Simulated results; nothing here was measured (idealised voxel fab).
process module | voxel gate over fins
cross-section cut | 265 nm wide | cells 5 nm
A cross-section is a grid of square cells, given in bands from the top down. A band is one or more rows of cells.
Each band's line starts with the height of the band's top and of its bottom, in nm. Then come its materials from left to right, each with its width in nm. One material with "throughout" fills the band from edge to edge. "air" is empty space.
Height 0 is the level under which the wafer as received is all one material. The lowest band goes on downwards, as in "0 down".
A width such as "30 to 40" changes by the same amount from each row of cells to the next, from the band's top row to its bottom row.
"no change" after a step means that no cell of the cross-section changed.
closed voids: empty space of 8 cells or more with no open way to the top, each as width x height at its distance from the left edge, in nm
after a step's settings: what the simulator itself notes on the step
overlay nm, on a step with a mask: how far to the right of its planned place the mask lay; to the left if negative
plan
1 op RECEIVE | material Si
2 op CONFORMAL_DEP | material SiN | thk nm 5
3 op MASKED_ETCH | tone cover | mask id FINS | width nm 15 | pitch nm 35 | etch materials SiN | depth nm 5 | overlay nm 0
4 op MASKED_ETCH | tone cover | mask id FINS | width nm 15 | pitch nm 35 | etch materials Si | depth nm 30 | overlay nm 0
5 op FILL_DEP | material SiO2 | thk nm 10
6 op CMP | height nm 5
7 op SELECTIVE_ETCH | etch materials SiO2 | depth nm 15
8 op STRIP | etch materials SiN
9 op CONFORMAL_DEP | material HfO2 | thk nm 5
10 op CONFORMAL_DEP | material TiN | thk nm 5
11 op FILL_DEP | material W | thk nm 15
12 op CMP | height nm 20
13 op CONFORMAL_DEP | material SiCN | thk nm 5
first wafer, as planned
as received, after step 1
  0 down: Si throughout
  closed voids: none
after step 2
  5 to 0: SiN throughout
  below 0: unchanged
after step 3
  5 to 0: air 90 | SiN 15 | air 20 | SiN 15 | air 20 | SiN 15 | air 90
  below 0: unchanged
after step 4
  5 to 0: air 90 | SiN 15 | air 20 | SiN 15 | air 20 | SiN 15 | air 90
  0 to -30: air 90 | Si 15 | air 20 | Si 15 | air 20 | Si 15 | air 90
  below -30: unchanged
after step 5
  15 to 5: SiO2 throughout
  5 to 0: SiO2 90 | SiN 15 | SiO2 20 | SiN 15 | SiO2 20 | SiN 15 | SiO2 90
  0 to -30: SiO2 90 | Si 15 | SiO2 20 | Si 15 | SiO2 20 | Si 15 | SiO2 90
  below -30: unchanged
after step 6
  5 to 0: SiO2 90 | SiN 15 | SiO2 20 | SiN 15 | SiO2 20 | SiN 15 | SiO2 90
  below 0: unchanged
after step 7
  5 to 0: air 90 | SiN 15 | air 20 | SiN 15 | air 20 | SiN 15 | air 90
  0 to -10: air 90 | Si 15 | air 20 | Si 15 | air 20 | Si 15 | air 90
  below -10: unchanged
after step 8
  0 to -10: air 90 | Si 15 | air 20 | Si 15 | air 20 | Si 15 | air 90
  below -10: unchanged
after step 9
  5 to 0: air 85 | HfO2 25 | air 10 | HfO2 25 | air 10 | HfO2 25 | air 85
  0 to -5: air 85 | HfO2 5 | Si 15 | HfO2 5 | air 10 | HfO2 5 | Si 15 | HfO2 5 | air 10 | HfO2 5 | Si 15 | HfO2 5 | air 85
  -5 to -10: HfO2 90 | Si 15 | HfO2 20 | Si 15 | HfO2 20 | Si 15 | HfO2 90
  below -10: unchanged
after step 10
  10 to 5: air 80 | TiN 105 | air 80
  5 to 0: air 80 | TiN 5 | HfO2 25 | TiN 10 | HfO2 25 | TiN 10 | HfO2 25 | TiN 5 | air 80
  0 to -5: TiN 85 | HfO2 5 | Si 15 | HfO2 5 | TiN 10 | HfO2 5 | Si 15 | HfO2 5 | TiN 10 | HfO2 5 | Si 15 | HfO2 5 | TiN 85
  below -5: unchanged
after step 11
  25 to 10: W throughout
  10 to 5: W 80 | TiN 105 | W 80
  5 to 0: W 80 | TiN 5 | HfO2 25 | TiN 10 | HfO2 25 | TiN 10 | HfO2 25 | TiN 5 | W 80
  below 0: unchanged
after step 12
  20 to 10: W throughout
  below 10: unchanged
after step 13
  25 to 20: SiCN throughout
  below 20: unchanged
second wafer: like start, like plan, one mistake. Through step 3 it matches the first wafer
when step 4 should have ended
  5 to 0: air 90 | SiN 15 | air 20 | SiN 15 | air 20 | SiN 15 | air 90
  0 to -60: air 90 | Si 15 | air 20 | Si 15 | air 20 | Si 15 | air 90
  below -60: unchanged
when step 5 should have ended
  15 to 5: SiO2 throughout
  5 to 0: SiO2 90 | SiN 15 | SiO2 20 | SiN 15 | SiO2 20 | SiN 15 | SiO2 90
  0 to -60: SiO2 90 | Si 15 | SiO2 20 | Si 15 | SiO2 20 | Si 15 | SiO2 90
  below -60: unchanged
when step 6 should have ended
  5 to 0: SiO2 90 | SiN 15 | SiO2 20 | SiN 15 | SiO2 20 | SiN 15 | SiO2 90
  below 0: unchanged
when step 7 should have ended
  5 to 0: air 90 | SiN 15 | air 20 | SiN 15 | air 20 | SiN 15 | air 90
  0 to -10: air 90 | Si 15 | air 20 | Si 15 | air 20 | Si 15 | air 90
  below -10: unchanged
when step 8 should have ended
  0 to -10: air 90 | Si 15 | air 20 | Si 15 | air 20 | Si 15 | air 90
  below -10: unchanged
when step 9 should have ended
  5 to 0: air 85 | HfO2 25 | air 10 | HfO2 25 | air 10 | HfO2 25 | air 85
  0 to -5: air 85 | HfO2 5 | Si 15 | HfO2 5 | air 10 | HfO2 5 | Si 15 | HfO2 5 | air 10 | HfO2 5 | Si 15 | HfO2 5 | air 85
  -5 to -10: HfO2 90 | Si 15 | HfO2 20 | Si 15 | HfO2 20 | Si 15 | HfO2 90
  below -10: unchanged
when step 10 should have ended
  10 to 5: air 80 | TiN 105 | air 80
  5 to 0: air 80 | TiN 5 | HfO2 25 | TiN 10 | HfO2 25 | TiN 10 | HfO2 25 | TiN 5 | air 80
  0 to -5: TiN 85 | HfO2 5 | Si 15 | HfO2 5 | TiN 10 | HfO2 5 | Si 15 | HfO2 5 | TiN 10 | HfO2 5 | Si 15 | HfO2 5 | TiN 85
  below -5: unchanged
when step 11 should have ended
  25 to 10: W throughout
  10 to 5: W 80 | TiN 105 | W 80
  5 to 0: W 80 | TiN 5 | HfO2 25 | TiN 10 | HfO2 25 | TiN 10 | HfO2 25 | TiN 5 | W 80
  below 0: unchanged
when step 12 should have ended
  20 to 10: W throughout
  below 10: unchanged
when step 13 should have ended
  25 to 20: SiCN throughout
  below 20: unchanged
what went wrong: step 4 was run twice
at the end the second wafer has, in cells: 264 fewer of Si | 264 more of SiO2
